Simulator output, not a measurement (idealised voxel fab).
The process module presented herein is designated voxel trench capacitor.
Xsec cut, 180 nm wide, square cell size 5 nm.
Think of the cross-section as a grid of square cells. We describe it in bands, top to bottom, and each band covers one or more rows of those cells.
For a band, the entry starts with two heights in nm, that of the top and then that of the bottom, and carries on with the band's materials in order from left to right, each alongside its width in nm; the word "all across" beside a single material means it fills the band edge to edge, and "blank" means empty space.
Heights are reckoned from 0. Under this level, the received wafer is all of one material. The bottommost band is open-ended downward, for example "0 -> down".
The expression "30..40" gives the width at the extremes of the band, the first number at its top row of cells and the second at its bottom row, with the width changing by equal amounts from each row to the next in between.
"stayed the same" (step): cross-section cells unchanged, all of them.
Entry "Cavities, closed" = empty spaces >= 8 cells with no open way to the top; each as width x height at distance, distance from left edge, all nm.
On each step's line, the part that comes after the settings is the simulator's own comment on the step.
If you see "overlay nm" on a step's line and that step has a mask, it's telling you how far right of where it was planned the mask ended up; a negative number means it went left instead.

Set out below are the planned steps of the process:
1. RECEIVE,material Si
2. CONFORMAL_DEP,material SiN,thk nm 10
3. DIRECTIONAL_DEP,material aC,thk nm 10
4. PATTERN,tone open,mask id TRENCH,material resist,width nm 25,pitch nm 55,thk nm 25,overlay nm 0
5. DIRECTIONAL_ETCH,etch materials aC,depth nm 5
6. STRIP,etch materials resist
7. DIRECTIONAL_ETCH,etch materials SiN,depth nm 10
8. DIRECTIONAL_ETCH,etch materials Si,depth nm 40
9. STRIP,etch materials aC
10. CONFORMAL_DEP,material SiO2,thk nm 5
11. FILL_DEP,material polySi,thk nm 10
12. CMP,height nm 10
Quick note for whoever runs this: the wafers start identical, but the depth nm at step 5 isn't the same across them. The plan just shows what the first wafer had.

After step 1, as received: first of several wafers, cross-section:
    0 -> down: Si all across
    Cavities, closed: none

Module finished, last step 12 done: cross-section of the first of several wafers:
    10 -> 0: SiN all across
    0 -> down: Si all across
    Cavities, closed: none

The final wafer, sectioned at module end:
    10 -> 0: 50 nm SiN; 5 nm SiO2; 15 nm polySi; 5 nm SiO2; 30 nm SiN; 5 nm SiO2; 15 nm polySi; 5 nm SiO2; 50 nm SiN
    0 -> -35: 50 nm Si; 5 nm SiO2; 15 nm polySi; 5 nm SiO2; 30 nm Si; 5 nm SiO2; 15 nm polySi; 5 nm SiO2; 50 nm Si
    -35 -> -40: 50 nm Si; 25 nm SiO2; 30 nm Si; 25 nm SiO2; 50 nm Si
    -40 -> down: Si all across
    Cavities, closed: none

Each row below is a wafer at the end of the module, listing for every material the number of cells it has gained (+) or lost (-) since it was received, followed by its closed voids:
depth nm 5 | +72 SiN | Cavities, closed: none
depth nm 10 | -80 Si | +52 SiN | +46 SiO2 | +54 polySi | Cavities, closed: none
depth nm 15 | -80 Si | +52 SiN | +46 SiO2 | +54 polySi | Cavities, closed: none
depth nm 20 | -80 Si | +52 SiN | +46 SiO2 | +54 polySi | Cavities, closed: none
depth nm 25 | -80 Si | +52 SiN | +46 SiO2 | +54 polySi | Cavities, closed: none
